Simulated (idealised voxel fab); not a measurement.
process module | voxel air gaps
cross-section cut | 280 nm wide | cells 5 nm
A cross-section is a grid of square cells, given in bands from the top down. A band is one or more rows of cells.
Each band's line starts with the height of the band's top and of its bottom, in nm. Then come its materials from left to right, each with its width in nm. One material with "throughout" fills the band from edge to edge. "air" is empty space.
Height 0 is the level under which the wafer as received is all one material. The lowest band goes on downwards, as in "0 down".
A width such as "30 to 40" changes by the same amount from each row of cells to the next, from the band's top row to its bottom row.
"no change" after a step means that no cell of the cross-section changed.
closed voids: empty space of 8 cells or more with no open way to the top, each as width x height at its distance from the left edge, in nm
after a step's settings: what the simulator itself notes on the step
overlay nm, on a step with a mask: how far to the right of its planned place the mask lay; to the left if negative
plan
1 op RECEIVE | material Si
2 op CONFORMAL_DEP | material SiO2 | thk nm 15
3 op CONFORMAL_DEP | material SiCN | thk nm 5
4 op DIRECTIONAL_DEP | material SiO2 | thk nm 30
5 op DIRECTIONAL_DEP | material aC | thk nm 10
6 op PATTERN | tone open | mask id LINES | material resist | width nm 15 | pitch nm 40 | thk nm 30 | overlay nm 0
7 op DIRECTIONAL_ETCH | etch materials aC | depth nm 10
8 op STRIP | etch materials resist
9 op DIRECTIONAL_ETCH | etch materials SiO2 | depth nm 30
10 op STRIP | etch materials aC
11 op CONFORMAL_DEP | material TiN | thk nm 5
12 op FILL_DEP | material Cu | thk nm 5
13 op CMP | height nm 50
14 op EPI | material Ru | thk nm 10
15 op SELECTIVE_ETCH | etch materials SiO2 | depth nm 40
16 op CONFORMAL_DEP | material SiCN | thk nm 5
first wafer, as planned
as received, after step 1
  0 down: Si throughout
  closed voids: none
after step 2
  15 to 0: SiO2 throughout
  below 0: unchanged
after step 3
  20 to 15: SiCN throughout
  below 15: unchanged
after step 4
  50 to 20: SiO2 throughout
  below 20: unchanged
after step 5
  60 to 50: aC throughout
  below 50: unchanged
after step 6
  90 to 60: resist 70 | air 15 | resist 25 | air 15 | resist 25 | air 15 | resist 25 | air 15 | resist 75
  below 60: unchanged
after step 7
  80 to 60: resist 70 | air 15 | resist 25 | air 15 | resist 25 | air 15 | resist 25 | air 15 | resist 75
  60 to 50: aC 70 | air 15 | aC 25 | air 15 | aC 25 | air 15 | aC 25 | air 15 | aC 75
  below 50: unchanged
after step 8
  60 to 50: aC 70 | air 15 | aC 25 | air 15 | aC 25 | air 15 | aC 25 | air 15 | aC 75
  below 50: unchanged
after step 9
  60 to 50: aC 70 | air 15 | aC 25 | air 15 | aC 25 | air 15 | aC 25 | air 15 | aC 75
  50 to 20: SiO2 70 | air 15 | SiO2 25 | air 15 | SiO2 25 | air 15 | SiO2 25 | air 15 | SiO2 75
  below 20: unchanged
after step 10
  50 to 20: SiO2 70 | air 15 | SiO2 25 | air 15 | SiO2 25 | air 15 | SiO2 25 | air 15 | SiO2 75
  below 20: unchanged
after step 11
  55 to 50: TiN 75 | air 5 | TiN 35 | air 5 | TiN 35 | air 5 | TiN 35 | air 5 | TiN 80
  50 to 25: SiO2 70 | TiN 5 | air 5 | TiN 5 | SiO2 25 | TiN 5 | air 5 | TiN 5 | SiO2 25 | TiN 5 | air 5 | TiN 5 | SiO2 25 | TiN 5 | air 5 | TiN 5 | SiO2 75
  25 to 20: SiO2 70 | TiN 15 | SiO2 25 | TiN 15 | SiO2 25 | TiN 15 | SiO2 25 | TiN 15 | SiO2 75
  below 20: unchanged
after step 12
  60 to 55: Cu throughout
  55 to 50: TiN 75 | Cu 5 | TiN 35 | Cu 5 | TiN 35 | Cu 5 | TiN 35 | Cu 5 | TiN 80
  50 to 25: SiO2 70 | TiN 5 | Cu 5 | TiN 5 | SiO2 25 | TiN 5 | Cu 5 | TiN 5 | SiO2 25 | TiN 5 | Cu 5 | TiN 5 | SiO2 25 | TiN 5 | Cu 5 | TiN 5 | SiO2 75
  below 25: unchanged
after step 13
  50 to 25: SiO2 70 | TiN 5 | Cu 5 | TiN 5 | SiO2 25 | TiN 5 | Cu 5 | TiN 5 | SiO2 25 | TiN 5 | Cu 5 | TiN 5 | SiO2 25 | TiN 5 | Cu 5 | TiN 5 | SiO2 75
  below 25: unchanged
after step 14
  60 to 50: air 60 | Ru 35 | air 5 | Ru 35 | air 5 | Ru 35 | air 5 | Ru 35 | air 65
  below 50: unchanged
after step 15
  60 to 50: air 60 | Ru 35 | air 5 | Ru 35 | air 5 | Ru 35 | air 5 | Ru 35 | air 65
  50 to 25: air 70 | TiN 5 | Cu 5 | TiN 5 | air 25 | TiN 5 | Cu 5 | TiN 5 | air 25 | TiN 5 | Cu 5 | TiN 5 | air 25 | TiN 5 | Cu 5 | TiN 5 | air 75
  25 to 20: air 70 | TiN 15 | air 25 | TiN 15 | air 25 | TiN 15 | air 25 | TiN 15 | air 75
  below 20: unchanged
after step 16
  65 to 60: air 55 | SiCN 165 | air 60
  60 to 50: air 55 | SiCN 5 | Ru 35 | SiCN 5 | Ru 35 | SiCN 5 | Ru 35 | SiCN 5 | Ru 35 | SiCN 5 | air 60
  50 to 45: air 55 | SiCN 15 | TiN 5 | Cu 5 | TiN 5 | SiCN 25 | TiN 5 | Cu 5 | TiN 5 | SiCN 25 | TiN 5 | Cu 5 | TiN 5 | SiCN 25 | TiN 5 | Cu 5 | TiN 5 | SiCN 15 | air 60
  45 to 25: air 65 | SiCN 5 | TiN 5 | Cu 5 | TiN 5 | SiCN 5 | air 15 | SiCN 5 | TiN 5 | Cu 5 | TiN 5 | SiCN 5 | air 15 | SiCN 5 | TiN 5 | Cu 5 | TiN 5 | SiCN 5 | air 15 | SiCN 5 | TiN 5 | Cu 5 | TiN 5 | SiCN 5 | air 70
  25 to 20: SiCN 70 | TiN 15 | SiCN 25 | TiN 15 | SiCN 25 | TiN 15 | SiCN 25 | TiN 15 | SiCN 75
  below 20: unchanged
  closed voids: 15 x 20 at 90; 15 x 20 at 130; 15 x 20 at 170
second wafer: like start, like plan, one mistake. Through step 15 it matches the first wafer
when step 16 should have ended
  75 to 60: air 45 | SiCN 185 | air 50
  60 to 50: air 45 | SiCN 15 | Ru 35 | SiCN 5 | Ru 35 | SiCN 5 | Ru 35 | SiCN 5 | Ru 35 | SiCN 15 | air 50
  50 to 45: air 45 | SiCN 25 | TiN 5 | Cu 5 | TiN 5 | SiCN 25 | TiN 5 | Cu 5 | TiN 5 | SiCN 25 | TiN 5 | Cu 5 | TiN 5 | SiCN 25 | TiN 5 | Cu 5 | TiN 5 | SiCN 25 | air 50
  45 to 35: air 45 | SiCN 25 | TiN 5 | Cu 5 | TiN 5 | SiCN 5 | air 15 | SiCN 5 | TiN 5 | Cu 5 | TiN 5 | SiCN 5 | air 15 | SiCN 5 | TiN 5 | Cu 5 | TiN 5 | SiCN 5 | air 15 | SiCN 5 | TiN 5 | Cu 5 | TiN 5 | SiCN 25 | air 50
  35 to 25: SiCN 70 | TiN 5 | Cu 5 | TiN 5 | SiCN 5 | air 15 | SiCN 5 | TiN 5 | Cu 5 | TiN 5 | SiCN 5 | air 15 | SiCN 5 | TiN 5 | Cu 5 | TiN 5 | SiCN 5 | air 15 | SiCN 5 | TiN 5 | Cu 5 | TiN 5 | SiCN 75
  25 to 20: SiCN 70 | TiN 15 | SiCN 25 | TiN 15 | SiCN 25 | TiN 15 | SiCN 25 | TiN 15 | SiCN 75
  below 20: unchanged
  closed voids: 15 x 20 at 90; 15 x 20 at 130; 15 x 20 at 170
what went wrong: step 16 ran as: op CONFORMAL_DEP | material SiCN | thk nm 15
at the end the second wafer has, in cells: 160 more of SiCN
